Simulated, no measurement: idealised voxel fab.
Herein follows the process module entitled voxel tone inversion.
In the cross-section labelled cut, the width is 255 nm and each square cell is 5 nm.
How to read a cross-section here: the picture is a grid of square cells, written as bands going from the top down, and any band can span one or more rows of cells. This entry defines a band. It first specifies the height of the band's top and the height of its bottom in nm, and then specifies the band's materials from left to right, stating each material with its width in nm. The word "full width" identifies a single material that fills the band from edge to edge, while the word "empty" identifies empty space. Zero point of the height axis is 0; under it, received wafer = one material. Lowest band: continues down indefinitely, "0 down". Read "30 to 40" as a graded width: first number on top, second number at the bottom, same change between each pair of neighbouring rows. "nothing was modified" means the step left every cell of the cross-section as it was. The entry "Enclosed internal cavities" lists the empty spaces that cover at least 8 cells and have no open path to the top. Each is written as width x height at distance, where the distance is measured from the left edge and all three values are in nm. Text after the settings on a step's line: the simulator's own remark on that step. "overlay nm" on a masked step: distance the mask lay right of its planned place, negative for left. Pairs from here to the end. Each: cross-section before one process step, cross-section after it, the latter only as far down as the lowest band that changed. Under each: the step between, and its settings. Mind that the pairs may be taken from different runs of this module on the same starting wafer; whether a pair continues from the pair above depends on its entry headed "Pre-process cross-section", and it does only where that entry says so.
[Pre-process cross-section]
- 0 down | Si full width
- Enclosed internal cavities: none
[Post-Step Section View]
- 5 to 0 | SiN full width
- For the remainder of the cross-section, below 0, there is no change.
- Enclosed internal cavities: none
Step linking the sections shown: CONFORMAL_DEP,material SiN,thk nm 5
Pre-process cross-section: equal to the after panel directly above.
[Post-Step Section View]
- 30 to 5 | aC full width
- For the remainder of the cross-section, below 5, there is no change.
- Enclosed internal cavities: none
Step linking the sections shown: DIRECTIONAL_DEP,material aC,thk nm 25
Pre-process cross-section: equal to the after panel directly above.
[Post-Step Section View]
- 65 to 30 | 100 empty, then 15 resist, then 20 empty, then 15 resist, then 105 empty
- For the remainder of the cross-section, below 30, there is no change.
- Enclosed internal cavities: none
Step linking the sections shown: PATTERN,tone cover,mask id POSTS,material resist,width nm 15,pitch nm 35,thk nm 35,overlay nm 0
Pre-process cross-section: equal to the after panel directly above.
[Post-Step Section View]
- 40 to 30 | 100 empty, then 15 resist, then 20 empty, then 15 resist, then 105 empty
- 30 to 5 | 100 empty, then 15 aC, then 20 empty, then 15 aC, then 105 empty
- For the remainder of the cross-section, below 5, there is no change.
- Enclosed internal cavities: none
Step linking the sections shown: DIRECTIONAL_ETCH,etch materials aC,depth nm 25
Pre-process cross-section: equal to the after panel directly above.
[Post-Step Section View]
- 30 to 5 | 100 empty, then 15 aC, then 20 empty, then 15 aC, then 105 empty
- For the remainder of the cross-section, below 5, there is no change.
- Enclosed internal cavities: none
Step linking the sections shown: STRIP,etch materials resist
Pre-process cross-section: equal to the after panel directly above.
[Post-Step Section View]
- 40 to 30 | lowk full width
- 30 to 5 | 100 lowk, then 15 aC, then 20 lowk, then 15 aC, then 105 lowk
- For the remainder of the cross-section, below 5, there is no change.
- Enclosed internal cavities: none
Step linking the sections shown: FILL_DEP,material lowk,thk nm 10
Pre-process cross-section: equal to the after panel directly above.
[Post-Step Section View]
- 30 to 5 | 100 lowk, then 15 aC, then 20 lowk, then 15 aC, then 105 lowk
- For the remainder of the cross-section, below 5, there is no change.
- Enclosed internal cavities: none
Step linking the sections shown: CMP,height nm 30
Pre-process cross-section: equal to the after panel directly above.
[Post-Step Section View]
- 30 to 5 | 100 lowk, then 15 empty, then 20 lowk, then 15 empty, then 105 lowk
- For the remainder of the cross-section, below 5, there is no change.
- Enclosed internal cavities: none
Step linking the sections shown: STRIP,etch materials aC
Pre-process cross-section: equal to the after panel directly above.
[Post-Step Section View]
- 35 to 30 | 105 TiN, then 5 empty, then 30 TiN, then 5 empty, then 110 TiN
- 30 to 10 | 100 lowk, then 5 TiN, then 5 empty, then 5 TiN, then 20 lowk, then 5 TiN, then 5 empty, then 5 TiN, then 105 lowk
- 10 to 5 | 100 lowk, then 15 TiN, then 20 lowk, then 15 TiN, then 105 lowk
- For the remainder of the cross-section, below 5, there is no change.
- Enclosed internal cavities: none
Step linking the sections shown: CONFORMAL_DEP,material TiN,thk nm 5
Pre-process cross-section: equal to the after panel directly above.
[Post-Step Section View]
- 45 to 35 | Cu full width
- 35 to 30 | 105 TiN, then 5 Cu, then 30 TiN, then 5 Cu, then 110 TiN
- 30 to 10 | 100 lowk, then 5 TiN, then 5 Cu, then 5 TiN, then 20 lowk, then 5 TiN, then 5 Cu, then 5 TiN, then 105 lowk
- For the remainder of the cross-section, below 10, there is no change.
- Enclosed internal cavities: none
Step linking the sections shown: FILL_DEP,material Cu,thk nm 10
Pre-process cross-section: equal to the after panel directly above.
[Post-Step Section View]
- 30 to 10 | 100 lowk, then 5 TiN, then 5 Cu, then 5 TiN, then 20 lowk, then 5 TiN, then 5 Cu, then 5 TiN, then 105 lowk
- For the remainder of the cross-section, below 10, there is no change.
- Enclosed internal cavities: none
Step linking the sections shown: CMP,height nm 30
Pre-process cross-section: equal to the after panel directly above.
[Post-Step Section View]
- 35 to 30 | SiN full width
- For the remainder of the cross-section, below 30, there is no change.
- Enclosed internal cavities: none
Step linking the sections shown: CONFORMAL_DEP,material SiN,thk nm 5
[Pre-process cross-section]
- 0 down | Si full width
- Enclosed internal cavities: none
[Post-Step Section View]
- 25 to 0 | aC full width
- For the remainder of the cross-section, below 0, there is no change.
- Enclosed internal cavities: none
Step linking the sections shown: DIRECTIONAL_DEP,material aC,thk nm 25
Pre-process cross-section: equal to the after panel directly above.
[Post-Step Section View]
- 60 to 25 | 100 empty, then 15 resist, then 20 empty, then 15 resist, then 105 empty
- For the remainder of the cross-section, below 25, there is no change.
- Enclosed internal cavities: none
Step linking the sections shown: PATTERN,tone cover,mask id POSTS,material resist,width nm 15,pitch nm 35,thk nm 35,overlay nm 0
Pre-process cross-section: equal to the after panel directly above.
[Post-Step Section View]
- 35 to 25 | 100 empty, then 15 resist, then 20 empty, then 15 resist, then 105 empty
- 25 to 0 | 100 empty, then 15 aC, then 20 empty, then 15 aC, then 105 empty
- For the remainder of the cross-section, below 0, there is no change.
- Enclosed internal cavities: none
Step linking the sections shown: DIRECTIONAL_ETCH,etch materials aC,depth nm 25
Pre-process cross-section: equal to the after panel directly above.
[Post-Step Section View]
- 25 to 0 | 100 empty, then 15 aC, then 20 empty, then 15 aC, then 105 empty
- For the remainder of the cross-section, below 0, there is no change.
- Enclosed internal cavities: none
Step linking the sections shown: STRIP,etch materials resist
Pre-process cross-section: equal to the after panel directly above.
[Post-Step Section View]
- 35 to 25 | lowk full width
- 25 to 0 | 100 lowk, then 15 aC, then 20 lowk, then 15 aC, then 105 lowk
- For the remainder of the cross-section, below 0, there is no change.
- Enclosed internal cavities: none
Step linking the sections shown: FILL_DEP,material lowk,thk nm 10
Pre-process cross-section: equal to the after panel directly above.
[Post-Step Section View]
- 30 to 25 | lowk full width
- For the remainder of the cross-section, below 25, there is no change.
- Enclosed internal cavities: none
Step linking the sections shown: CMP,height nm 30
Pre-process cross-section: equal to the after panel directly above.
[Post-Step Section View]
- 35 to 30 | TiN full width
- For the remainder of the cross-section, below 30, there is no change.
- Enclosed internal cavities: none
Step linking the sections shown: CONFORMAL_DEP,material TiN,thk nm 5
Pre-process cross-section: equal to the after panel directly above.
[Post-Step Section View]
- 45 to 35 | Cu full width
- For the remainder of the cross-section, below 35, there is no change.
- Enclosed internal cavities: none
Step linking the sections shown: FILL_DEP,material Cu,thk nm 10
Pre-process cross-section: equal to the after panel directly above.
[Post-Step Section View]
- 30 to 25 | lowk full width
- For the remainder of the cross-section, below 25, there is no change.
- Enclosed internal cavities: none
Step linking the sections shown: CMP,height nm 30
Pre-process cross-section: equal to the after panel directly above.
[Post-Step Section View]
- 35 to 30 | SiN full width
- For the remainder of the cross-section, below 30, there is no change.
- Enclosed internal cavities: none
Step linking the sections shown: CONFORMAL_DEP,material SiN,thk nm 5
[Pre-process cross-section]
- 40 to 30 | lowk full width
- 30 to 5 | 100 lowk, then 15 aC, then 20 lowk, then 15 aC, then 105 lowk
- 5 to 0 | SiN full width
- 0 down | Si full width
- Enclosed internal cavities: none
[Post-Step Section View]
- 50 to 30 | lowk full width
- For the remainder of the cross-section, below 30, there is no change.
- Enclosed internal cavities: none
Step linking the sections shown: FILL_DEP,material lowk,thk nm 10
Pre-process cross-section: equal to the after panel directly above.
[Post-Step Section View]
- 30 to 5 | 100 lowk, then 15 aC, then 20 lowk, then 15 aC, then 105 lowk
- For the remainder of the cross-section, below 5, there is no change.
- Enclosed internal cavities: none
Step linking the sections shown: CMP,height nm 30
[Pre-process cross-section]
- 25 to 0 | aC full width
- 0 down | Si full width
- Enclosed internal cavities: none
[Post-Step Section View]
- 30 to 25 | SiN full width
- For the remainder of the cross-section, below 25, there is no change.
- Enclosed internal cavities: none
Step linking the sections shown: CONFORMAL_DEP,material SiN,thk nm 5
Pre-process cross-section: equal to the after panel directly above.
[Post-Step Section View]
- 65 to 30 | 100 empty, then 15 resist, then 20 empty, then 15 resist, then 105 empty
- For the remainder of the cross-section, below 30, there is no change.
- Enclosed internal cavities: none
Step linking the sections shown: PATTERN,tone cover,mask id POSTS,material resist,width nm 15,pitch nm 35,thk nm 35,overlay nm 0
Pre-process cross-section: equal to the after panel directly above.
[Post-Step Section View]
- 40 to 30 | 100 empty, then 15 resist, then 20 empty, then 15 resist, then 105 empty
- For the remainder of the cross-section, below 30, there is no change.
- Enclosed internal cavities: none
Step linking the sections shown: DIRECTIONAL_ETCH,etch materials aC,depth nm 25
Pre-process cross-section: equal to the after panel directly above.
[Post-Step Section View]
- 30 to 25 | SiN full width
- For the remainder of the cross-section, below 25, there is no change.
- Enclosed internal cavities: none
Step linking the sections shown: STRIP,etch materials resist
Pre-process cross-section: equal to the after panel directly above.
[Post-Step Section View]
- 40 to 30 | lowk full width
- For the remainder of the cross-section, below 30, there is no change.
- Enclosed internal cavities: none
Step linking the sections shown: FILL_DEP,material lowk,thk nm 10
Pre-process cross-section: equal to the after panel directly above.
[Post-Step Section View]
- 30 to 25 | SiN full width
- For the remainder of the cross-section, below 25, there is no change.
- Enclosed internal cavities: none
Step linking the sections shown: CMP,height nm 30
Pre-process cross-section: equal to the after panel directly above.
[Post-Step Section View]
- 35 to 30 | TiN full width
- For the remainder of the cross-section, below 30, there is no change.
- Enclosed internal cavities: none
Step linking the sections shown: CONFORMAL_DEP,material TiN,thk nm 5
Pre-process cross-section: equal to the after panel directly above.
[Post-Step Section View]
- 45 to 35 | Cu full width
- For the remainder of the cross-section, below 35, there is no change.
- Enclosed internal cavities: none
Step linking the sections shown: FILL_DEP,material Cu,thk nm 10
Pre-process cross-section: equal to the after panel directly above.
[Post-Step Section View]
- 30 to 25 | SiN full width
- For the remainder of the cross-section, below 25, there is no change.
- Enclosed internal cavities: none
Step linking the sections shown: CMP,height nm 30
Pre-process cross-section: equal to the after panel directly above.
[Post-Step Section View]
- 35 to 25 | SiN full width
- For the remainder of the cross-section, below 25, there is no change.
- Enclosed internal cavities: none
Step linking the sections shown: CONFORMAL_DEP,material SiN,thk nm 5
[Pre-process cross-section]
- 45 to 35 | Cu full width
- 35 to 30 | 105 TiN, then 5 Cu, then 30 TiN, then 5 Cu, then 110 TiN
- 30 to 10 | 100 lowk, then 5 TiN, then 5 Cu, then 5 TiN, then 20 lowk, then 5 TiN, then 5 Cu, then 5 TiN, then 105 lowk
- 10 to 5 | 100 lowk, then 15 TiN, then 20 lowk, then 15 TiN, then 105 lowk
- 5 to 0 | SiN full width
- 0 down | Si full width
- Enclosed internal cavities: none
[Post-Step Section View]
- 20 to 10 | 100 lowk, then 5 TiN, then 5 Cu, then 5 TiN, then 20 lowk, then 5 TiN, then 5 Cu, then 5 TiN, then 105 lowk
- For the remainder of the cross-section, below 10, there is no change.
- Enclosed internal cavities: none
Step linking the sections shown: CMP,height nm 20
Pre-process cross-section: equal to the after panel directly above.
[Post-Step Section View]
- 25 to 20 | SiN full width
- For the remainder of the cross-section, below 20, there is no change.
- Enclosed internal cavities: none
Step linking the sections shown: CONFORMAL_DEP,material SiN,thk nm 5
[Pre-process cross-section]
- 30 to 5 | aC full width
- 5 to 0 | SiN full width
- 0 down | Si full width
- Enclosed internal cavities: none
[Post-Step Section View]
- 65 to 30 | 100 empty, then 20 resist, then 15 empty, then 20 resist, then 100 empty
- For the remainder of the cross-section, below 30, there is no change.
- Enclosed internal cavities: none
Step linking the sections shown: PATTERN,tone cover,mask id POSTS,material resist,width nm 20,pitch nm 35,thk nm 35,overlay nm 0
Pre-process cross-section: equal to the after panel directly above.
[Post-Step Section View]
- 40 to 30 | 100 empty, then 20 resist, then 15 empty, then 20 resist, then 100 empty
- 30 to 5 | 100 empty, then 20 aC, then 15 empty, then 20 aC, then 100 empty
- For the remainder of the cross-section, below 5, there is no change.
- Enclosed internal cavities: none
Step linking the sections shown: DIRECTIONAL_ETCH,etch materials aC,depth nm 25
Pre-process cross-section: equal to the after panel directly above.
[Post-Step Section View]
- 30 to 5 | 100 empty, then 20 aC, then 15 empty, then 20 aC, then 100 empty
- For the remainder of the cross-section, below 5, there is no change.
- Enclosed internal cavities: none
Step linking the sections shown: STRIP,etch materials resist
Pre-process cross-section: equal to the after panel directly above.
[Post-Step Section View]
- 40 to 30 | lowk full width
- 30 to 5 | 100 lowk, then 20 aC, then 15 lowk, then 20 aC, then 100 lowk
- For the remainder of the cross-section, below 5, there is no change.
- Enclosed internal cavities: none
Step linking the sections shown: FILL_DEP,material lowk,thk nm 10
Pre-process cross-section: equal to the after panel directly above.
[Post-Step Section View]
- 30 to 5 | 100 lowk, then 20 aC, then 15 lowk, then 20 aC, then 100 lowk
- For the remainder of the cross-section, below 5, there is no change.
- Enclosed internal cavities: none
Step linking the sections shown: CMP,height nm 30
Pre-process cross-section: equal to the after panel directly above.
[Post-Step Section View]
- 30 to 5 | 100 lowk, then 20 empty, then 15 lowk, then 20 empty, then 100 lowk
- For the remainder of the cross-section, below 5, there is no change.
- Enclosed internal cavities: none
Step linking the sections shown: STRIP,etch materials aC
Pre-process cross-section: equal to the after panel directly above.
[Post-Step Section View]
- 35 to 30 | 105 TiN, then 10 empty, then 25 TiN, then 10 empty, then 105 TiN
- 30 to 10 | 100 lowk, then 5 TiN, then 10 empty, then 5 TiN, then 15 lowk, then 5 TiN, then 10 empty, then 5 TiN, then 100 lowk
- 10 to 5 | 100 lowk, then 20 TiN, then 15 lowk, then 20 TiN, then 100 lowk
- For the remainder of the cross-section, below 5, there is no change.
- Enclosed internal cavities: none
Step linking the sections shown: CONFORMAL_DEP,material TiN,thk nm 5
Pre-process cross-section: equal to the after panel directly above.
[Post-Step Section View]
- 45 to 35 | Cu full width
- 35 to 30 | 105 TiN, then 10 Cu, then 25 TiN, then 10 Cu, then 105 TiN
- 30 to 10 | 100 lowk, then 5 TiN, then 10 Cu, then 5 TiN, then 15 lowk, then 5 TiN, then 10 Cu, then 5 TiN, then 100 lowk
- For the remainder of the cross-section, below 10, there is no change.
- Enclosed internal cavities: none
Step linking the sections shown: FILL_DEP,material Cu,thk nm 10
Pre-process cross-section: equal to the after panel directly above.
[Post-Step Section View]
- 30 to 10 | 100 lowk, then 5 TiN, then 10 Cu, then 5 TiN, then 15 lowk, then 5 TiN, then 10 Cu, then 5 TiN, then 100 lowk
- For the remainder of the cross-section, below 10, there is no change.
- Enclosed internal cavities: none
Step linking the sections shown: CMP,height nm 30
Pre-process cross-section: equal to the after panel directly above.
[Post-Step Section View]
- 35 to 30 | SiN full width
- For the remainder of the cross-section, below 30, there is no change.
- Enclosed internal cavities: none
Step linking the sections shown: CONFORMAL_DEP,material SiN,thk nm 5
[Pre-process cross-section]
- 30 to 5 | aC full width
- 5 to 0 | SiN full width
- 0 down | Si full width
- Enclosed internal cavities: none
[Post-Step Section View]
- 65 to 30 | 105 empty, then 15 resist, then 20 empty, then 15 resist, then 100 empty
- For the remainder of the cross-section, below 30, there is no change.
- Enclosed internal cavities: none
Step linking the sections shown: PATTERN,tone cover,mask id POSTS,material resist,width nm 15,pitch nm 35,thk nm 35,overlay nm 5
Pre-process cross-section: equal to the after panel directly above.
[Post-Step Section View]
- 40 to 30 | 105 empty, then 15 resist, then 20 empty, then 15 resist, then 100 empty
- 30 to 5 | 105 empty, then 15 aC, then 20 empty, then 15 aC, then 100 empty
- For the remainder of the cross-section, below 5, there is no change.
- Enclosed internal cavities: none
Step linking the sections shown: DIRECTIONAL_ETCH,etch materials aC,depth nm 25
Pre-process cross-section: equal to the after panel directly above.
[Post-Step Section View]
- 30 to 5 | 105 empty, then 15 aC, then 20 empty, then 15 aC, then 100 empty
- For the remainder of the cross-section, below 5, there is no change.
- Enclosed internal cavities: none
Step linking the sections shown: STRIP,etch materials resist
Pre-process cross-section: equal to the after panel directly above.
[Post-Step Section View]
- 40 to 30 | lowk full width
- 30 to 5 | 105 lowk, then 15 aC, then 20 lowk, then 15 aC, then 100 lowk
- For the remainder of the cross-section, below 5, there is no change.
- Enclosed internal cavities: none
Step linking the sections shown: FILL_DEP,material lowk,thk nm 10
Pre-process cross-section: equal to the after panel directly above.
[Post-Step Section View]
- 30 to 5 | 105 lowk, then 15 aC, then 20 lowk, then 15 aC, then 100 lowk
- For the remainder of the cross-section, below 5, there is no change.
- Enclosed internal cavities: none
Step linking the sections shown: CMP,height nm 30
Pre-process cross-section: equal to the after panel directly above.
[Post-Step Section View]
- 30 to 5 | 105 lowk, then 15 empty, then 20 lowk, then 15 empty, then 100 lowk
- For the remainder of the cross-section, below 5, there is no change.
- Enclosed internal cavities: none
Step linking the sections shown: STRIP,etch materials aC
Pre-process cross-section: equal to the after panel directly above.
[Post-Step Section View]
- 35 to 30 | 110 TiN, then 5 empty, then 30 TiN, then 5 empty, then 105 TiN
- 30 to 10 | 105 lowk, then 5 TiN, then 5 empty, then 5 TiN, then 20 lowk, then 5 TiN, then 5 empty, then 5 TiN, then 100 lowk
- 10 to 5 | 105 lowk, then 15 TiN, then 20 lowk, then 15 TiN, then 100 lowk
- For the remainder of the cross-section, below 5, there is no change.
- Enclosed internal cavities: none
Step linking the sections shown: CONFORMAL_DEP,material TiN,thk nm 5
Pre-process cross-section: equal to the after panel directly above.
[Post-Step Section View]
- 45 to 35 | Cu full width
- 35 to 30 | 110 TiN, then 5 Cu, then 30 TiN, then 5 Cu, then 105 TiN
- 30 to 10 | 105 lowk, then 5 TiN, then 5 Cu, then 5 TiN, then 20 lowk, then 5 TiN, then 5 Cu, then 5 TiN, then 100 lowk
- For the remainder of the cross-section, below 10, there is no change.
- Enclosed internal cavities: none
Step linking the sections shown: FILL_DEP,material Cu,thk nm 10
Pre-process cross-section: equal to the after panel directly above.
[Post-Step Section View]
- 30 to 10 | 105 lowk, then 5 TiN, then 5 Cu, then 5 TiN, then 20 lowk, then 5 TiN, then 5 Cu, then 5 TiN, then 100 lowk
- For the remainder of the cross-section, below 10, there is no change.
- Enclosed internal cavities: none
Step linking the sections shown: CMP,height nm 30
Pre-process cross-section: equal to the after panel directly above.
[Post-Step Section View]
- 35 to 30 | SiN full width
- For the remainder of the cross-section, below 30, there is no change.
- Enclosed internal cavities: none
Step linking the sections shown: CONFORMAL_DEP,material SiN,thk nm 5
[Pre-process cross-section]
- 30 to 10 | 100 lowk, then 5 TiN, then 5 Cu, then 5 TiN, then 20 lowk, then 5 TiN, then 5 Cu, then 5 TiN, then 105 lowk
- 10 to 5 | 100 lowk, then 15 TiN, then 20 lowk, then 15 TiN, then 105 lowk
- 5 to 0 | SiN full width
- 0 down | Si full width
- Enclosed internal cavities: none
[Post-Step Section View]
- 35 to 30 | lowk full width
- For the remainder of the cross-section, below 30, there is no change.
- Enclosed internal cavities: none
Step linking the sections shown: CONFORMAL_DEP,material lowk,thk nm 5
[Pre-process cross-section]
- 30 to 5 | aC full width
- 5 to 0 | SiN full width
- 0 down | Si full width
- Enclosed internal cavities: none
[Post-Step Section View]
- 65 to 30 | 100 resist, then 15 empty, then 20 resist, then 15 empty, then 105 resist
- For the remainder of the cross-section, below 30, there is no change.
- Enclosed internal cavities: none
Step linking the sections shown: PATTERN,tone open,mask id POSTS,material resist,width nm 15,pitch nm 35,thk nm 35,overlay nm 0
Pre-process cross-section: equal to the after panel directly above.
[Post-Step Section View]
- 40 to 30 | 100 resist, then 15 empty, then 20 resist, then 15 empty, then 105 resist
- 30 to 5 | 100 aC, then 15 empty, then 20 aC, then 15 empty, then 105 aC
- For the remainder of the cross-section, below 5, there is no change.
- Enclosed internal cavities: none
Step linking the sections shown: DIRECTIONAL_ETCH,etch materials aC,depth nm 25
Pre-process cross-section: equal to the after panel directly above.
[Post-Step Section View]
- 30 to 5 | 100 aC, then 15 empty, then 20 aC, then 15 empty, then 105 aC
- For the remainder of the cross-section, below 5, there is no change.
- Enclosed internal cavities: none
Step linking the sections shown: STRIP,etch materials resist
Pre-process cross-section: equal to the after panel directly above.
[Post-Step Section View]
- 40 to 30 | lowk full width
- 30 to 5 | 100 aC, then 15 lowk, then 20 aC, then 15 lowk, then 105 aC
- For the remainder of the cross-section, below 5, there is no change.
- Enclosed internal cavities: none
Step linking the sections shown: FILL_DEP,material lowk,thk nm 10
Pre-process cross-section: equal to the after panel directly above.
[Post-Step Section View]
- 30 to 5 | 100 aC, then 15 lowk, then 20 aC, then 15 lowk, then 105 aC
- For the remainder of the cross-section, below 5, there is no change.
- Enclosed internal cavities: none
Step linking the sections shown: CMP,height nm 30
Pre-process cross-section: equal to the after panel directly above.
[Post-Step Section View]
- 30 to 5 | 100 empty, then 15 lowk, then 20 empty, then 15 lowk, then 105 empty
- For the remainder of the cross-section, below 5, there is no change.
- Enclosed internal cavities: none
Step linking the sections shown: STRIP,etch materials aC
Pre-process cross-section: equal to the after panel directly above.
[Post-Step Section View]
- 35 to 30 | 95 empty, then 25 TiN, then 10 empty, then 25 TiN, then 100 empty
- 30 to 10 | 95 empty, then 5 TiN, then 15 lowk, then 5 TiN, then 10 empty, then 5 TiN, then 15 lowk, then 5 TiN, then 100 empty
- 10 to 5 | 100 TiN, then 15 lowk, then 20 TiN, then 15 lowk, then 105 TiN
- For the remainder of the cross-section, below 5, there is no change.
- Enclosed internal cavities: none
Step linking the sections shown: CONFORMAL_DEP,material TiN,thk nm 5
Pre-process cross-section: equal to the after panel directly above.
[Post-Step Section View]
- 45 to 35 | Cu full width
- 35 to 30 | 95 Cu, then 25 TiN, then 10 Cu, then 25 TiN, then 100 Cu
- 30 to 10 | 95 Cu, then 5 TiN, then 15 lowk, then 5 TiN, then 10 Cu, then 5 TiN, then 15 lowk, then 5 TiN, then 100 Cu
- For the remainder of the cross-section, below 10, there is no change.
- Enclosed internal cavities: none
Step linking the sections shown: FILL_DEP,material Cu,thk nm 10
Pre-process cross-section: equal to the after panel directly above.
[Post-Step Section View]
- 30 to 10 | 95 Cu, then 5 TiN, then 15 lowk, then 5 TiN, then 10 Cu, then 5 TiN, then 15 lowk, then 5 TiN, then 100 Cu
- For the remainder of the cross-section, below 10, there is no change.
- Enclosed internal cavities: none
Step linking the sections shown: CMP,height nm 30
Pre-process cross-section: equal to the after panel directly above.
[Post-Step Section View]
- 35 to 30 | SiN full width
- For the remainder of the cross-section, below 30, there is no change.
- Enclosed internal cavities: none
Step linking the sections shown: CONFORMAL_DEP,material SiN,thk nm 5
